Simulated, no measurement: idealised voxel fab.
process module | voxel self aligned vias
cross-section cut | 215 nm wide | cells 5 nm
A cross-section is a grid of square cells, given in bands from the top down. A band is one or more rows of cells.
Each band's line starts with the height of the band's top and of its bottom, in nm. Then come its materials from left to right, each with its width in nm. One material with "throughout" fills the band from edge to edge. "air" is empty space.
Height 0 is the level under which the wafer as received is all one material. The lowest band goes on downwards, as in "0 down".
A width such as "30 to 40" changes by the same amount from each row of cells to the next, from the band's top row to its bottom row.
"no change" after a step means that no cell of the cross-section changed.
closed voids: empty space of 8 cells or more with no open way to the top, each as width x height at its distance from the left edge, in nm
after a step's settings: what the simulator itself notes on the step
overlay nm, on a step with a mask: how far to the right of its planned place the mask lay; to the left if negative
plan
1 op RECEIVE | material Si
2 op CONFORMAL_DEP | material SiO2 | thk nm 10
3 op CONFORMAL_DEP | material SiCN | thk nm 5
4 op DIRECTIONAL_DEP | material SiO2 | thk nm 20
5 op DIRECTIONAL_DEP | material aC | thk nm 15
6 op PATTERN | tone open | mask id LINES | material resist | width nm 20 | pitch nm 60 | thk nm 30 | overlay nm -15
7 op DIRECTIONAL_ETCH | etch materials aC | depth nm 15
8 op STRIP | etch materials resist
9 op DIRECTIONAL_ETCH | etch materials SiO2 | depth nm 20
10 op STRIP | etch materials aC
11 op CONFORMAL_DEP | material TiN | thk nm 5
12 op FILL_DEP | material W | thk nm 10
13 op CMP | height nm 35
14 op SELECTIVE_ETCH | etch materials W Ru TiN | depth nm 10
15 op FILL_DEP | material SiN | thk nm 10
16 op CMP | height nm 35
17 op DIRECTIONAL_DEP | material SiO2 | thk nm 15
18 op DIRECTIONAL_DEP | material aC | thk nm 10
19 op PATTERN | tone open | mask id VIAS | material resist | width nm 30 | thk nm 30 | overlay nm 0
20 op DIRECTIONAL_ETCH | etch materials aC | depth nm 10
21 op STRIP | etch materials resist
22 op DIRECTIONAL_ETCH | etch materials SiO2 | depth nm 15
23 op DIRECTIONAL_ETCH | etch materials SiN | depth nm 10
24 op STRIP | etch materials aC
25 op CONFORMAL_DEP | material TiN | thk nm 5
26 op FILL_DEP | material W | thk nm 5
27 op CMP | height nm 50
28 op CONFORMAL_DEP | material SiN | thk nm 5
varied across the wafers: overlay nm of step 6. The plan shows the first wafer's value. All wafers start alike
first wafer as received, after step 1
  0 down: Si throughout
  closed voids: none
each wafer at the end: cells of each material gained (+) or lost (-) since it was received, then its closed voids
overlay nm -15 | +43 SiCN | +55 SiN | +337 SiO2 | +26 TiN | +12 W | closed voids: none
overlay nm -10 | +43 SiCN | +53 SiN | +337 SiO2 | +26 TiN | +14 W | closed voids: none
overlay nm -5 | +43 SiCN | +51 SiN | +337 SiO2 | +26 TiN | +16 W | closed voids: none
overlay nm 0 | +43 SiCN | +51 SiN | +337 SiO2 | +26 TiN | +16 W | closed voids: none
overlay nm 5 | +43 SiCN | +51 SiN | +337 SiO2 | +26 TiN | +16 W | closed voids: none
overlay nm 10 | +43 SiCN | +53 SiN | +337 SiO2 | +26 TiN | +14 W | closed voids: none
overlay nm 15 | +43 SiCN | +55 SiN | +337 SiO2 | +26 TiN | +12 W | closed voids: none
